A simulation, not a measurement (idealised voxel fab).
The document below concerns the process module designated voxel ribs on slabs.
170 nm wide, 5 nm square cells: that's cross-section cut.
Heads up, the way a cross-section reads in here is a grid of square cells, handed over as bands from the top down, with every band being one or more rows of cells. Look at the band entry: it leads with the top's height and the bottom's height in nm. Then it lists the materials left to right, with a width in nm for each. The word "edge to edge" on a single material says that material fills the band edge to edge. The word "blank" is empty space. Height 0 is the level under which the wafer as received is all one material. The lowest band goes on downwards, as in "0 down". Quick explanation for "30 to 40": the width changes in equal steps down the rows of cells, from the first number in the band's top row to the second number in its bottom row. A step reported as "no alteration" is a step in which no cell of the cross-section changed. Catalogued sealed voids: empty space of 8 cells or more with no open way to the top, each as width x height at its distance from the left edge, in nm. Step line, after settings: the simulator's comment on this step. "overlay nm" denotes, for a step that has a mask, the displacement of the mask to the right of its planned place, with negative values corresponding to the left.
# Process steps (planned)
1 RECEIVE with material Si
2 DIRECTIONAL_DEP with material SiO2, thk nm 25
3 DIRECTIONAL_DEP with material SiN, thk nm 20
4 MASKED_ETCH with tone cover, mask id RIB, width nm 20, etch materials SiN, depth nm 15, overlay nm 0
5 PATTERN with tone cover, mask id SLAB, material resist, width nm 60, thk nm 15, overlay nm 0
6 DIRECTIONAL_ETCH with etch materials SiN, depth nm 5
7 STRIP with etch materials resist
8 FILL_DEP with material SiO2, thk nm 25
9 CMP with height nm 60
10 DIRECTIONAL_DEP with material TiN, thk nm 5
11 PATTERN with tone cover, mask id HEATER, material resist, width nm 30, thk nm 15, overlay nm 0
12 DIRECTIONAL_ETCH with etch materials TiN, depth nm 5
13 STRIP with etch materials resist
14 CONFORMAL_DEP with material SiN, thk nm 10
# Shown in cross-section is the wafer as received, that is, as it stands after step 1
0 down: Si edge to edge
Catalogued sealed voids: none
# Here's the wafer cut in cross-section after the module, started and planned just like above, except one thing was done wrong in the run
75 to 70: blank (60), SiN (50), blank (60)
70 to 65: SiN edge to edge
65 to 60: SiN (70), TiN (30), SiN (70)
60 to 50: SiO2 (75), SiN (20), SiO2 (75)
50 to 45: SiO2 (55), SiN (60), SiO2 (55)
45 to 25: SiN edge to edge
25 to 0: SiO2 edge to edge
0 down: Si edge to edge
Catalogued sealed voids: none
Finding, execution versus plan: it should be noted that step 3 of the plan was executed twice
